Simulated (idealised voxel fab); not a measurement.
The following process module bears the name voxel transistor to metal.
Square cell edge 5 nm, section width 270 nm, ID cut.
Square cells in a grid make up a cross-section in this document, and the grid is given as bands, listed from the top down, each one or more rows of cells. Each band's line starts with the height of the band's top and of its bottom, in nm. Then come its materials from left to right, each with its width in nm. One material with "everywhere" fills the band from edge to edge. "empty" is empty space. All heights in this document are referenced to 0, defined as the level beneath which the wafer, as received, consists entirely of one material. The lowest band is not bounded below; it extends indefinitely downward and is written in the form "0 down". The notation "30..40" denotes a width that varies across the rows of cells in the band, beginning at the first number in the top row, finishing at the second number in the bottom row, and changing by an identical amount from each row to the next. "everything unchanged", as given for a step, is the statement that not any cell of the cross-section underwent a change during that step. If an empty space has no open way to the top and is at least 8 cells in size, "Fully enclosed voids" lists it, written width x height at distance, where distance is measured from the left edge and every value is in nm. On each step's line, the part that comes after the settings is the simulator's own comment on the step. A step line may carry the setting "overlay nm", which, for steps involving a mask, states the distance by which the mask lay to the right of its intended position; negative values denote displacement to the left.

**Here's what the planned process steps look like**
1) RECEIVE,material Si
2) CONFORMAL_DEP,material SiO2,thk nm 5
3) CONFORMAL_DEP,material SiN,thk nm 10
4) DIRECTIONAL_DEP,material aC,thk nm 15
5) PATTERN,tone cover,mask id ACTIVE,material resist,width nm 105,pitch nm 135,thk nm 30,overlay nm 0
6) DIRECTIONAL_ETCH,etch materials aC,depth nm 15
7) STRIP,etch materials resist
8) DIRECTIONAL_ETCH,etch materials SiN,depth nm 10
9) DIRECTIONAL_ETCH,etch materials SiO2,depth nm 5
10) DIRECTIONAL_ETCH,etch materials Si,depth nm 30
11) STRIP,etch materials aC
12) FILL_DEP,material SiO2,thk nm 10
13) CMP,height nm 15
14) SELECTIVE_ETCH,etch materials SiO2,depth nm 10
15) STRIP,etch materials SiN
16) SELECTIVE_ETCH,etch materials SiO2,depth nm 5
17) OXIDIZE,depth nm 5
18) DIRECTIONAL_DEP,material polySi,thk nm 25
19) DIRECTIONAL_DEP,material SiCN,thk nm 15
20) MASKED_ETCH,tone cover,mask id GATE,width nm 15,pitch nm 135,etch materials SiCN,depth nm 25,overlay nm 0
21) MASKED_ETCH,tone cover,mask id GATE,width nm 15,pitch nm 135,etch materials polySi,depth nm 35,overlay nm 0
22) CONFORMAL_DEP,material SiN,thk nm 5
23) DIRECTIONAL_ETCH,etch materials SiN,depth nm 5
24) DIRECTIONAL_ETCH,etch materials SiO2,depth nm 5
25) DIRECTIONAL_ETCH,etch materials Si,depth nm 15
26) EPI,material pSi,thk nm 20
27) FILL_DEP,material SiO2,thk nm 5
28) CMP,height nm 40
29) DIRECTIONAL_DEP,material SiO2,thk nm 15
30) DIRECTIONAL_DEP,material aC,thk nm 10
31) PATTERN,tone open,mask id CONTACT,material resist,width nm 25,thk nm 30,overlay nm 0
32) DIRECTIONAL_ETCH,etch materials aC,depth nm 10
33) STRIP,etch materials resist
34) DIRECTIONAL_ETCH,etch materials SiO2,depth nm 55
35) STRIP,etch materials aC
36) CONFORMAL_DEP,material TiN,thk nm 5
37) FILL_DEP,material W,thk nm 5
38) CMP,height nm 55
39) DIRECTIONAL_DEP,material TiN,thk nm 5
40) DIRECTIONAL_DEP,material W,thk nm 20
41) MASKED_ETCH,tone cover,mask id METAL_1,width nm 20,etch materials W,depth nm 20,overlay nm 0
42) MASKED_ETCH,tone cover,mask id METAL_1,width nm 20,etch materials TiN,depth nm 5,overlay nm 0
43) CONFORMAL_DEP,material SiN,thk nm 5
44) FILL_DEP,material SiO2,thk nm 5
45) CMP,height nm 80
46) CONFORMAL_DEP,material SiCN,thk nm 5
47) DIRECTIONAL_DEP,material lowk,thk nm 35
48) DIRECTIONAL_DEP,material aC,thk nm 15
49) PATTERN,tone open,mask id METAL_2_HOLES,material resist,width nm 15,pitch nm 135,thk nm 35,overlay nm 0
50) DIRECTIONAL_ETCH,etch materials aC,depth nm 15
51) STRIP,etch materials resist
52) DIRECTIONAL_ETCH,etch materials lowk,depth nm 35
53) STRIP,etch materials aC
54) DIRECTIONAL_DEP,material aC,thk nm 10
55) PATTERN,tone open,mask id METAL_2,material resist,width nm 20,pitch nm 135,thk nm 30,overlay nm 0
56) DIRECTIONAL_ETCH,etch materials aC,depth nm 10
57) STRIP,etch materials resist
58) DIRECTIONAL_ETCH,etch materials lowk,depth nm 20
59) DIRECTIONAL_ETCH,etch materials SiCN,depth nm 5
60) STRIP,etch materials aC
61) CONFORMAL_DEP,material TiN,thk nm 5
62) FILL_DEP,material Cu,thk nm 5
63) CMP,height nm 120
64) CONFORMAL_DEP,material SiCN,thk nm 5
Keep in mind the plan's value for the width nm of step 31 comes from the first wafer; the wafers don't share that setting, but they do share the same starting point.

**Cross-sectional view of the first of several wafers in the as-received condition, corresponding to the state following step 1**
> 0 down = Si everywhere
> Fully enclosed voids: none

**End of the module, past its last step, step 64: how the first of several wafers looks in cross-section**
> 125 to 120 = SiCN everywhere
> 120 to 105 = 20 nm lowk | 5 nm TiN | 10 nm Cu | 5 nm TiN | 115 nm lowk | 5 nm TiN | 10 nm Cu | 5 nm TiN | 95 nm lowk
> 105 to 100 = 20 nm lowk | 5 nm TiN | 5 nm Cu | 10 nm TiN | 115 nm lowk | 5 nm TiN | 5 nm Cu | 10 nm TiN | 95 nm lowk
> 100 to 85 = 20 nm lowk | 5 nm TiN | 5 nm Cu | 5 nm TiN | 120 nm lowk | 5 nm TiN | 5 nm Cu | 5 nm TiN | 100 nm lowk
> 85 to 80 = 20 nm SiCN | 15 nm TiN | 120 nm SiCN | 15 nm TiN | 100 nm SiCN
> 80 to 60 = 15 nm SiO2 | 5 nm SiN | 20 nm W | 5 nm SiN | 45 nm SiO2 | 5 nm SiN | 20 nm W | 5 nm SiN | 30 nm SiO2 | 5 nm SiN | 20 nm W | 5 nm SiN | 45 nm SiO2 | 5 nm SiN | 20 nm W | 5 nm SiN | 15 nm SiO2
> 60 to 55 = 20 nm SiN | 20 nm TiN | 55 nm SiN | 20 nm TiN | 40 nm SiN | 20 nm TiN | 55 nm SiN | 20 nm TiN | 20 nm SiN
> 55 to 40 = 25 nm SiO2 | 5 nm TiN | 15 nm W | 5 nm TiN | 35 nm SiO2 | 5 nm TiN | 15 nm W | 5 nm TiN | 50 nm SiO2 | 5 nm TiN | 15 nm W | 5 nm TiN | 35 nm SiO2 | 5 nm TiN | 15 nm W | 5 nm TiN | 25 nm SiO2
> 40 to 25 = 25 nm SiO2 | 5 nm TiN | 15 nm W | 5 nm TiN | 5 nm SiO2 | 5 nm SiN | 15 nm SiCN | 5 nm SiN | 5 nm SiO2 | 5 nm TiN | 15 nm W | 5 nm TiN | 50 nm SiO2 | 5 nm TiN | 15 nm W | 5 nm TiN | 5 nm SiO2 | 5 nm SiN | 15 nm SiCN | 5 nm SiN | 5 nm SiO2 | 5 nm TiN | 15 nm W | 5 nm TiN | 25 nm SiO2
> 25 to 20 = 25 nm SiO2 | 5 nm TiN | 15 nm W | 5 nm TiN | 5 nm SiO2 | 5 nm SiN | 15 nm polySi | 5 nm SiN | 5 nm SiO2 | 5 nm TiN | 15 nm W | 5 nm TiN | 50 nm SiO2 | 5 nm TiN | 15 nm W | 5 nm TiN | 5 nm SiO2 | 5 nm SiN | 15 nm polySi | 5 nm SiN | 5 nm SiO2 | 5 nm TiN | 15 nm W | 5 nm TiN | 25 nm SiO2
> 20 to 15 = 25 nm SiO2 | 25 nm TiN | 5 nm SiO2 | 5 nm SiN | 15 nm polySi | 5 nm SiN | 5 nm SiO2 | 25 nm TiN | 50 nm SiO2 | 25 nm TiN | 5 nm SiO2 | 5 nm SiN | 15 nm polySi | 5 nm SiN | 5 nm SiO2 | 25 nm TiN | 25 nm SiO2
> 15 to 0 = 25 nm SiO2 | 10 nm TiN | 20 nm pSi | 5 nm SiN | 15 nm polySi | 5 nm SiN | 20 nm pSi | 10 nm TiN | 50 nm SiO2 | 10 nm TiN | 20 nm pSi | 5 nm SiN | 15 nm polySi | 5 nm SiN | 20 nm pSi | 10 nm TiN | 25 nm SiO2
> 0 to -5 = 10 nm SiO2 | 45 nm pSi | 25 nm SiO2 | 45 nm pSi | 20 nm SiO2 | 45 nm pSi | 25 nm SiO2 | 45 nm pSi | 10 nm SiO2
> -5 to -20 = 15 nm SiO2 | 40 nm pSi | 25 nm Si | 40 nm pSi | 30 nm SiO2 | 40 nm pSi | 25 nm Si | 40 nm pSi | 15 nm SiO2
> -20 to -30 = 15 nm SiO2 | 105 nm Si | 30 nm SiO2 | 105 nm Si | 15 nm SiO2
> -30 down = Si everywhere
> Fully enclosed voids: none

**A cross-section through the last wafer at the close of the module**
> 125 to 120 = SiCN everywhere
> 120 to 105 = 20 nm lowk | 5 nm TiN | 10 nm Cu | 5 nm TiN | 115 nm lowk | 5 nm TiN | 10 nm Cu | 5 nm TiN | 95 nm lowk
> 105 to 100 = 20 nm lowk | 5 nm TiN | 5 nm Cu | 10 nm TiN | 115 nm lowk | 5 nm TiN | 5 nm Cu | 10 nm TiN | 95 nm lowk
> 100 to 85 = 20 nm lowk | 5 nm TiN | 5 nm Cu | 5 nm TiN | 120 nm lowk | 5 nm TiN | 5 nm Cu | 5 nm TiN | 100 nm lowk
> 85 to 80 = 20 nm SiCN | 15 nm TiN | 120 nm SiCN | 15 nm TiN | 100 nm SiCN
> 80 to 60 = 15 nm SiO2 | 5 nm SiN | 20 nm W | 5 nm SiN | 45 nm SiO2 | 5 nm SiN | 20 nm W | 5 nm SiN | 30 nm SiO2 | 5 nm SiN | 20 nm W | 5 nm SiN | 45 nm SiO2 | 5 nm SiN | 20 nm W | 5 nm SiN | 15 nm SiO2
> 60 to 55 = 20 nm SiN | 20 nm TiN | 55 nm SiN | 20 nm TiN | 40 nm SiN | 20 nm TiN | 55 nm SiN | 20 nm TiN | 20 nm SiN
> 55 to 45 = 15 nm SiO2 | 5 nm TiN | 35 nm W | 5 nm TiN | 15 nm SiO2 | 5 nm TiN | 35 nm W | 5 nm TiN | 30 nm SiO2 | 5 nm TiN | 35 nm W | 5 nm TiN | 15 nm SiO2 | 5 nm TiN | 35 nm W | 5 nm TiN | 15 nm SiO2
> 45 to 40 = 15 nm SiO2 | 5 nm TiN | 30 nm W | 10 nm TiN | 15 nm SiO2 | 10 nm TiN | 30 nm W | 5 nm TiN | 30 nm SiO2 | 5 nm TiN | 30 nm W | 10 nm TiN | 15 nm SiO2 | 10 nm TiN | 30 nm W | 5 nm TiN | 15 nm SiO2
> 40 to 25 = 15 nm SiO2 | 5 nm TiN | 30 nm W | 5 nm TiN | 5 nm SiN | 15 nm SiCN | 5 nm SiN | 5 nm TiN | 30 nm W | 5 nm TiN | 30 nm SiO2 | 5 nm TiN | 30 nm W | 5 nm TiN | 5 nm SiN | 15 nm SiCN | 5 nm SiN | 5 nm TiN | 30 nm W | 5 nm TiN | 15 nm SiO2
> 25 to 15 = 15 nm SiO2 | 5 nm TiN | 30..10 nm W | 5..25 nm TiN | 5 nm SiN | 15 nm polySi | 5 nm SiN | 5..25 nm TiN | 30..10 nm W | 5 nm TiN | 30 nm SiO2 | 5 nm TiN | 30..10 nm W | 5..25 nm TiN | 5 nm SiN | 15 nm polySi | 5 nm SiN | 5..25 nm TiN | 30..10 nm W | 5 nm TiN | 15 nm SiO2
> 15 to 5 = 15 nm SiO2 | 5 nm TiN | 10 nm W | 5 nm TiN | 20 nm pSi | 5 nm SiN | 15 nm polySi | 5 nm SiN | 20 nm pSi | 5 nm TiN | 10 nm W | 5 nm TiN | 30 nm SiO2 | 5 nm TiN | 10 nm W | 5 nm TiN | 20 nm pSi | 5 nm SiN | 15 nm polySi | 5 nm SiN | 20 nm pSi | 5 nm TiN | 10 nm W | 5 nm TiN | 15 nm SiO2
> 5 to 0 = 15 nm SiO2 | 20 nm TiN | 20 nm pSi | 5 nm SiN | 15 nm polySi | 5 nm SiN | 20 nm pSi | 20 nm TiN | 30 nm SiO2 | 20 nm TiN | 20 nm pSi | 5 nm SiN | 15 nm polySi | 5 nm SiN | 20 nm pSi | 20 nm TiN | 15 nm SiO2
> 0 to -5 = 10 nm SiO2 | 45 nm pSi | 25 nm SiO2 | 45 nm pSi | 20 nm SiO2 | 45 nm pSi | 25 nm SiO2 | 45 nm pSi | 10 nm SiO2
> -5 to -20 = 15 nm SiO2 | 40 nm pSi | 25 nm Si | 40 nm pSi | 30 nm SiO2 | 40 nm pSi | 25 nm Si | 40 nm pSi | 15 nm SiO2
> -20 to -30 = 15 nm SiO2 | 105 nm Si | 30 nm SiO2 | 105 nm Si | 15 nm SiO2
> -30 down = Si everywhere
> Fully enclosed voids: none

**each wafer at the end: cells of each material gained (+) or lost (-) since it was received, then its closed voids**
width nm 25, +20 Cu, -210 Si, +120 SiCN, +102 SiN, +480 SiO2, +152 TiN, +148 W, +328 lowk, +180 pSi, +30 polySi, Fully enclosed voids: none
width nm 30, +20 Cu, -210 Si, +120 SiCN, +102 SiN, +442 SiO2, +156 TiN, +182 W, +328 lowk, +180 pSi, +30 polySi, Fully enclosed voids: none
width nm 35, +20 Cu, -210 Si, +120 SiCN, +102 SiN, +404 SiO2, +160 TiN, +216 W, +328 lowk, +180 pSi, +30 polySi, Fully enclosed voids: none
width nm 40, +20 Cu, -210 Si, +120 SiCN, +102 SiN, +376 SiO2, +164 TiN, +240 W, +328 lowk, +180 pSi, +30 polySi, Fully enclosed voids: none
width nm 45, +20 Cu, -210 Si, +120 SiCN, +102 SiN, +348 SiO2, +168 TiN, +264 W, +328 lowk, +180 pSi, +30 polySi, Fully enclosed voids: none
